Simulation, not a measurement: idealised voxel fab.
Title: Process Module voxel released beams
The cross-section shown here is cut; it is 185 nm wide and divided into square cells measuring 5 nm on a side.
Notation: cross-section as square-cell grid; stated in bands, top first, going down; one or more cell rows per band. This entry defines a band. It first specifies the height of the band's top and the height of its bottom in nm, and then specifies the band's materials from left to right, stating each material with its width in nm. The word "edge to edge" identifies a single material that fills the band from edge to edge, while the word "empty" identifies empty space. Where do heights start? At 0: under that level the wafer as delivered is made of one material only. And the lowest band has no floor; it just carries on downward, as in "0 -> down". Per-row width for "30 to 40": begins at first number (top row of band), ends at second number (bottom row), increment between rows held constant. "no modifications" means the step left every cell of the cross-section as it was. Each empty space that has no open way to the top and spans at least 8 cells appears under "Closed voids list" as width x height at distance, the distance counted from the left edge, all in nm. The remark found on a step's line after its settings is issued by the simulator itself and pertains to that step. You can add "overlay nm" to a step's line. For a step with a mask, it describes how far the mask lay to the right of its planned position, and a negative number describes a lay to the left.

Process steps (planned):
1 op RECEIVE | material Si
2 op CONFORMAL_DEP | material SiN | thk nm 5
3 op DIRECTIONAL_DEP | material SiO2 | thk nm 15
4 op MASKED_ETCH | tone open | mask id ANCHOR | width nm 20 | etch materials SiO2 | depth nm 15 | overlay nm 0
5 op CONFORMAL_DEP | material TiN | thk nm 10
6 op PATTERN | tone cover | mask id BEAM | material resist | width nm 105 | thk nm 20 | overlay nm 0
7 op DIRECTIONAL_ETCH | etch materials TiN | depth nm 10
8 op STRIP | etch materials resist
9 op STRIP | etch materials SiO2
Across this set of wafers, the varied parameter is the width nm of step 4. Starting conditions are identical for every wafer, and the plan reports the value assigned to the first wafer.

Cross-section of the first of several wafers as received (after step 1):
    0 -> down | Si edge to edge
    Closed voids list: none

So in this table every wafer gets its own row, and what you see is where it stands at the end of the module: for each material, how many cells it picked up (+) or gave up (-) since we received it, and after that its closed voids:
width nm 20; +37 SiN; +54 TiN; Closed voids list: none
width nm 25; +37 SiN; +54 TiN; Closed voids list: none
width nm 30; +37 SiN; +54 TiN; Closed voids list: none
width nm 35; +37 SiN; +54 TiN; Closed voids list: none
width nm 40; +37 SiN; +54 TiN; Closed voids list: none
width nm 45; +37 SiN; +54 TiN; Closed voids list: none
